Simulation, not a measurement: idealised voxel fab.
Module name: voxel fin reveal (process module)
Each square cell in cross-section cut measures 5 nm, and the section as a whole is 275 nm wide.
Reading order for cross-sections: top band down to bottom band. Underlying form: a grid of square cells. Band size: one or more rows of cells. Band entry format. Leading values: height of top, height of bottom, nm. Remainder: materials in left-to-right order, each with its width in nm. Special words: "everywhere" on a single material, which then fills the band edge to edge; "empty", empty space. Counting heights begins at 0, where everything beneath is, in the wafer as received, one material. The lowest band has no bottom; it goes on downwards, as "0 and below" shows. So if you see something like "30..40" for the width, read it as the top row of the band sitting at the first number and the bottom row at the second, with every row in between moving by the same amount as the last. When a step is marked "changes: none", none of the cells in the cross-section changed during that step. "Closed voids list" lists enclosed empty spaces (at least 8 cells, no open path upward to the top), each as width x height at distance from the left edge, in nm. That trailing text on a step's line, after the settings, is the simulator's own remark on the step. overlay nm, on a step with a mask: how far to the right of its planned place the mask lay; to the left if negative.
-- Planned step list for the process
| 1 | RECEIVE [material Si] |
| 2 | CONFORMAL_DEP [material SiN] [thk nm 10] |
| 3 | MASKED_ETCH [tone cover] [mask id FINS] [width nm 15] [pitch nm 45] [etch materials SiN] [depth nm 10] [overlay nm 0] |
| 4 | MASKED_ETCH [tone cover] [mask id FINS] [width nm 15] [pitch nm 45] [etch materials Si] [depth nm 35] [overlay nm 0] |
| 5 | OXIDIZE [depth nm 5] |
| 6 | FILL_DEP [material SiO2] [thk nm 15] |
| 7 | CMP [height nm 10] |
| 8 | SELECTIVE_ETCH [etch materials SiO2] [depth nm 20] |
| 9 | STRIP [etch materials SiN] |
-- Wafer at receipt (post step 1), cross-section
    0 and below: Si everywhere
    Closed voids list: none
-- Wafer cross-section at end of module: start and plan as shown above, one execution error
    0 down to -35: empty 60 nm, SiO2 5 nm, Si 5 nm, SiO2 5 nm, empty 30 nm, SiO2 5 nm, Si 5 nm, SiO2 5 nm, empty 30 nm, SiO2 5 nm, Si 5 nm, SiO2 5 nm, empty 30 nm, SiO2 5 nm, Si 5 nm, SiO2 5 nm, empty 65 nm
    -35 down to -40: SiO2 65 nm, Si 5 nm, SiO2 40 nm, Si 5 nm, SiO2 40 nm, Si 5 nm, SiO2 40 nm, Si 5 nm, SiO2 70 nm
    -40 and below: Si everywhere
    Closed voids list: none
What was done differently from what was planned? step 6, actual vs plan mismatch, actual run FILL_DEP [material SiN] [thk nm 15]
